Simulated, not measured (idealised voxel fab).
Title: Process Module voxel tone inversion
Section shown: cut. Width: 175 nm. Cell size: 5 nm, square.
Format of a cross-section: grid, square cells. Given as bands. Order: top down. Band: one or more rows of cells. Quick guide to a band line: top height, bottom height (nm) up front; then every material left to right with its width in nm. Only one material and it's marked "throughout"? Then it fills the band edge to edge. And "empty" just means empty space. Heads up on the height convention: 0 is the point under which the incoming wafer is all one material, and the lowest band has no bottom, it just keeps going down, like "0 and below". It should be noted that a width expressed as "30..40" varies in equal increments from row to row of cells within the band, taking the value of the first number at the top row and that of the second number at the bottom row. When a step is marked "nothing got changed", none of the cells in the cross-section changed during that step. The list in "Unvented cavities" covers empty spaces of 8 cells or more that cannot reach the top through any open way, and it gives each as width x height at distance; the distance is from the left edge, and width, height and distance are in nm. Note: text after step settings on the step line = simulator remark on that step. The line of a step may include "overlay nm". On a step with a mask, this value is how far to the right of its planned place the mask lay. A negative value means the mask lay to the left.

PLANNED STEP LIST FOR THE PROCESS
1: RECEIVE: material Si
2: CONFORMAL_DEP: material SiCN, thk nm 5
3: DIRECTIONAL_DEP: material aC, thk nm 25
4: PATTERN: tone cover, mask id POSTS, material resist, width nm 20, pitch nm 40, thk nm 30, overlay nm 0
5: DIRECTIONAL_ETCH: etch materials aC, depth nm 25
6: STRIP: etch materials resist
7: FILL_DEP: material lowk, thk nm 5
8: CMP: height nm 30
9: STRIP: etch materials aC

SO, THE FIRST OF OUR TWO WAFERS, RUN JUST AS WE PLANNED IT

AS-RECEIVED STATE OF THE WAFER IN CROSS-SECTION, EQUIVALENT TO POST-STEP 1
* 0 and below | Si throughout
* Unvented cavities: none

AFTER STEP 2
* 5 down to 0 | SiCN throughout
* Unchanged below 0.

AFTER STEP 3
* 30 down to 5 | aC throughout
* Unchanged below 5.

AFTER STEP 4
* 60 down to 30 | empty 55 nm, then resist 20 nm, then empty 20 nm, then resist 20 nm, then empty 60 nm
* Unchanged below 30.

AFTER STEP 5
* 35 down to 30 | empty 55 nm, then resist 20 nm, then empty 20 nm, then resist 20 nm, then empty 60 nm
* 30 down to 5 | empty 55 nm, then aC 20 nm, then empty 20 nm, then aC 20 nm, then empty 60 nm
* Unchanged below 5.

AFTER STEP 6
* 30 down to 5 | empty 55 nm, then aC 20 nm, then empty 20 nm, then aC 20 nm, then empty 60 nm
* Unchanged below 5.

AFTER STEP 7
* 35 down to 30 | lowk throughout
* 30 down to 5 | lowk 55 nm, then aC 20 nm, then lowk 20 nm, then aC 20 nm, then lowk 60 nm
* Unchanged below 5.

AFTER STEP 8
* 30 down to 5 | lowk 55 nm, then aC 20 nm, then lowk 20 nm, then aC 20 nm, then lowk 60 nm
* Unchanged below 5.

AFTER STEP 9
* 30 down to 5 | lowk 55 nm, then empty 20 nm, then lowk 20 nm, then empty 20 nm, then lowk 60 nm
* Unchanged below 5.

SECOND WAFER (IDENTICAL START AND PLAN, ONE PROCESSING ERROR; MATCHES FIRST WAFER THROUGH STEP 1)

SECOND WAFER CROSS-SECTION, TAKEN AS OF THE TIME THE PLAN SETS FOR STEP 2 TO BE DONE
* 25 down to 0 | aC throughout
* Unchanged below 0.

SECOND WAFER CROSS-SECTION, TAKEN AS OF THE TIME THE PLAN SETS FOR STEP 3 TO BE DONE
* 30 down to 25 | SiCN throughout
* Unchanged below 25.

SECOND WAFER CROSS-SECTION, TAKEN AS OF THE TIME THE PLAN SETS FOR STEP 4 TO BE DONE
* 60 down to 30 | empty 55 nm, then resist 20 nm, then empty 20 nm, then resist 20 nm, then empty 60 nm
* Unchanged below 30.

SECOND WAFER CROSS-SECTION, TAKEN AS OF THE TIME THE PLAN SETS FOR STEP 5 TO BE DONE
* 35 down to 30 | empty 55 nm, then resist 20 nm, then empty 20 nm, then resist 20 nm, then empty 60 nm
* Unchanged below 30.

SECOND WAFER CROSS-SECTION, TAKEN AS OF THE TIME THE PLAN SETS FOR STEP 6 TO BE DONE
* 30 down to 25 | SiCN throughout
* Unchanged below 25.

SECOND WAFER CROSS-SECTION, TAKEN AS OF THE TIME THE PLAN SETS FOR STEP 7 TO BE DONE
* 35 down to 30 | lowk throughout
* Unchanged below 30.

SECOND WAFER CROSS-SECTION, TAKEN AS OF THE TIME THE PLAN SETS FOR STEP 8 TO BE DONE
* 30 down to 25 | SiCN throughout
* Unchanged below 25.

Second wafer cross-section, taken as of the time the plan sets for step 9 to be done: nothing got changed
Want to know what went wrong? swap of plan steps 2 and 3 during execution
Upon completion, the second wafer contains, in terms of cells, a greater or smaller amount of certain materials than the first wafer: +175 aC, -135 lowk
